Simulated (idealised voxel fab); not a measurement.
process module | voxel self aligned contacts
Displayed cross-section: cut, width of 270 nm, square cells sized 5 nm.
Cross-sections here: square-cell grids, written as top-down lists of bands, a band being one or more rows of cells.
The band entry comprises the height of the band's top followed by the height of its bottom, expressed in nm, and subsequently the band's materials from left to right, each stated together with its width in nm. Where a single material is marked with the word "full width", that material fills the band from edge to edge. The word "empty" represents empty space.
Height 0 is the level under which the wafer as received is all one material. The lowest band goes on downwards, as in "0 -> down".
A two-number width, for instance "30 to 40", indicates that the width is equal to the first number in the top row of the band and to the second number in the bottom row, and that it changes by a constant amount per row of cells.
Any step labelled "no modification" changed none of the cells in the cross-section.
"Internal closed voids" specifies each empty space that is not open to the top and that occupies no fewer than 8 cells, using the form width x height at distance, the distance measured from the left edge and all three quantities in nm.
Anything after a step's settings on that line? It's the simulator's own note about the step.
For masked steps, "overlay nm" on the step line gives how far right of plan the mask actually lay; a minus sign means it lay to the left.

This section lists the process steps that were planned
1. RECEIVE, material Si
2. OXIDIZE, depth nm 5
3. DIRECTIONAL_DEP, material polySi, thk nm 25
4. DIRECTIONAL_DEP, material SiN, thk nm 25
5. DIRECTIONAL_DEP, material aC, thk nm 15
6. PATTERN, tone cover, mask id GATE, material resist, width nm 35, pitch nm 80, thk nm 30, overlay nm 0
7. DIRECTIONAL_ETCH, etch materials aC, depth nm 15
8. STRIP, etch materials resist
9. DIRECTIONAL_ETCH, etch materials SiN, depth nm 25
10. DIRECTIONAL_ETCH, etch materials polySi, depth nm 25
11. STRIP, etch materials aC
12. CONFORMAL_DEP, material SiN, thk nm 10
13. DIRECTIONAL_ETCH, etch materials SiN, depth nm 10
14. FILL_DEP, material SiO2, thk nm 15
15. CMP, height nm 60
16. DIRECTIONAL_DEP, material aC, thk nm 10
17. PATTERN, tone open, mask id CONTACT, material resist, width nm 65, thk nm 25, overlay nm -15
18. DIRECTIONAL_ETCH, etch materials aC, depth nm 10
19. STRIP, etch materials resist
20. DIRECTIONAL_ETCH, etch materials SiO2, depth nm 65
21. STRIP, etch materials aC
22. CONFORMAL_DEP, material TiN, thk nm 5
23. FILL_DEP, material Ru, thk nm 10
24. CMP, height nm 60
25. CONFORMAL_DEP, material SiN, thk nm 5
Wafer-to-wafer difference: overlay nm, step 17. Common start. Plan = first wafer's value.

As received, i.e. after step 1: cross-section through the first of several wafers
    0 -> down = Si full width
    Internal closed voids: none

First of several wafers: cross-section at the end of the module, after step 25, its last step
    65 -> 60 = SiN full width
    60 -> 50 = SiO2 85 nm  TiN 5 to 40 nm  Ru 55 to 15 nm  TiN 5 to 10 nm  SiO2 120 nm
    50 -> 25 = SiO2 65 nm  SiN 55 nm  TiN 5 nm  Ru 15 nm  TiN 5 nm  SiN 55 nm  SiO2 70 nm
    25 -> 0 = SiO2 65 nm  SiN 10 nm  polySi 35 nm  SiN 10 nm  TiN 5 nm  Ru 15 nm  TiN 5 nm  SiN 10 nm  polySi 35 nm  SiN 10 nm  SiO2 70 nm
    0 -> -5 = SiO2 120 nm  TiN 25 nm  SiO2 125 nm
    -5 -> down = Si full width
    Internal closed voids: none

Cross-sectional view of the final wafer of several at the module's end
    65 -> 60 = SiN full width
    60 -> 50 = SiO2 115 nm  TiN 5 to 10 nm  Ru 55 to 15 nm  TiN 5 to 40 nm  SiO2 90 nm
    50 -> 25 = SiO2 65 nm  SiN 55 nm  TiN 5 nm  Ru 15 nm  TiN 5 nm  SiN 55 nm  SiO2 70 nm
    25 -> 0 = SiO2 65 nm  SiN 10 nm  polySi 35 nm  SiN 10 nm  TiN 5 nm  Ru 15 nm  TiN 5 nm  SiN 10 nm  polySi 35 nm  SiN 10 nm  SiO2 70 nm
    0 -> -5 = SiO2 120 nm  TiN 25 nm  SiO2 125 nm
    -5 -> down = Si full width
    Internal closed voids: none

Below: a row per wafer. Contents at end of module: for every material, cells gained since receipt (+) or lost since receipt (-); then closed voids
overlay nm -15, +44 Ru, -54 Si, +204 SiN, +401 SiO2, +37 TiN, +70 polySi, Internal closed voids: none
overlay nm -10, +44 Ru, -54 Si, +204 SiN, +401 SiO2, +37 TiN, +70 polySi, Internal closed voids: none
overlay nm -5, +44 Ru, -54 Si, +204 SiN, +401 SiO2, +37 TiN, +70 polySi, Internal closed voids: none
overlay nm 0, +44 Ru, -54 Si, +204 SiN, +401 SiO2, +37 TiN, +70 polySi, Internal closed voids: none
overlay nm 5, +44 Ru, -54 Si, +204 SiN, +401 SiO2, +37 TiN, +70 polySi, Internal closed voids: none
overlay nm 10, +44 Ru, -54 Si, +204 SiN, +401 SiO2, +37 TiN, +70 polySi, Internal closed voids: none
overlay nm 15, +44 Ru, -54 Si, +204 SiN, +401 SiO2, +37 TiN, +70 polySi, Internal closed voids: none
